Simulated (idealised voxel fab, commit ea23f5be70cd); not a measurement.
Process module in this document: voxel gate over fins
The cross-section on display is named cut; it measures 215 nm wide, and its cells are 5 nm squares.
Heads up, the way a cross-section reads in here is a grid of square cells, handed over as bands from the top down, with every band being one or more rows of cells. The band entry comprises the height of the band's top followed by the height of its bottom, expressed in nm, and subsequently the band's materials from left to right, each stated together with its width in nm. Where a single material is marked with the word "edge to edge", that material fills the band from edge to edge. The word "air" represents empty space. Counting heights begins at 0, where everything beneath is, in the wafer as received, one material. The lowest band has no bottom; it goes on downwards, as "from 0 down" shows. It should be noted that a width expressed as "30 to 40" varies in equal increments from row to row of cells within the band, taking the value of the first number at the top row and that of the second number at the bottom row. "stayed the same" (step): cross-section cells unchanged, all of them. The label "Enclosed empty spaces" introduces a list of the empty spaces, 8 cells or larger, that have no open way up to the top; each entry in it reads width x height at distance, where the distance is taken from the left edge and all three are stated in nm. The remark found on a step's line after its settings is issued by the simulator itself and pertains to that step. If you see "overlay nm" on a step's line and that step has a mask, it's telling you how far right of where it was planned the mask ended up; a negative number means it went left instead.
### Process steps (planned)
1) RECEIVE with material Si
2) CONFORMAL_DEP with material SiN, thk nm 10
3) DIRECTIONAL_DEP with material aC, thk nm 10
4) PATTERN with tone cover, mask id FINS, material resist, width nm 15, pitch nm 40, thk nm 30, overlay nm 0
5) DIRECTIONAL_ETCH with etch materials aC, depth nm 10
6) STRIP with etch materials resist
7) DIRECTIONAL_ETCH with etch materials SiN, depth nm 10
8) DIRECTIONAL_ETCH with etch materials Si, depth nm 30
9) STRIP with etch materials aC
10) OXIDIZE with depth nm 5
11) FILL_DEP with material SiO2, thk nm 5
12) CMP with height nm 10
13) SELECTIVE_ETCH with etch materials SiO2, depth nm 20
14) STRIP with etch materials SiN
15) CONFORMAL_DEP with material HfO2, thk nm 5
16) CONFORMAL_DEP with material TiN, thk nm 5
17) FILL_DEP with material W, thk nm 10
18) CMP with height nm 15
19) CONFORMAL_DEP with material SiCN, thk nm 5
### Incoming wafer in cross-section (state: after step 1)
- from 0 down: Si edge to edge
- Enclosed empty spaces: none
### End-of-module cross-section. Starting structure and process plan as above; one mistake made in running it
- from 20 to 15: SiCN edge to edge
- from 15 to 10: W edge to edge
- from 10 to 5: 45 of W  25 of TiN  15 of W  25 of TiN  15 of W  25 of TiN  65 of W
- from 5 to 0: 45 of W  5 of TiN  15 of HfO2  5 of TiN  15 of W  5 of TiN  15 of HfO2  5 of TiN  15 of W  5 of TiN  15 of HfO2  5 of TiN  65 of W
- from 0 to -5: 50 of TiN  5 of HfO2  5 of Si  5 of HfO2  25 of TiN  5 of HfO2  5 of Si  5 of HfO2  25 of TiN  5 of HfO2  5 of Si  5 of HfO2  70 of TiN
- from -5 to -10: 55 of HfO2  5 of Si  35 of HfO2  5 of Si  35 of HfO2  5 of Si  75 of HfO2
- from -10 to -35: 55 of SiO2  5 of Si  35 of SiO2  5 of Si  35 of SiO2  5 of Si  75 of SiO2
- from -35 down: Si edge to edge
- Enclosed empty spaces: none
Heads up, the wafer didn't run the way we planned it: for step 4, the planned setting was not used; the step was instead run as PATTERN with tone cover, mask id FINS, material resist, width nm 15, pitch nm 40, thk nm 30, overlay nm -10
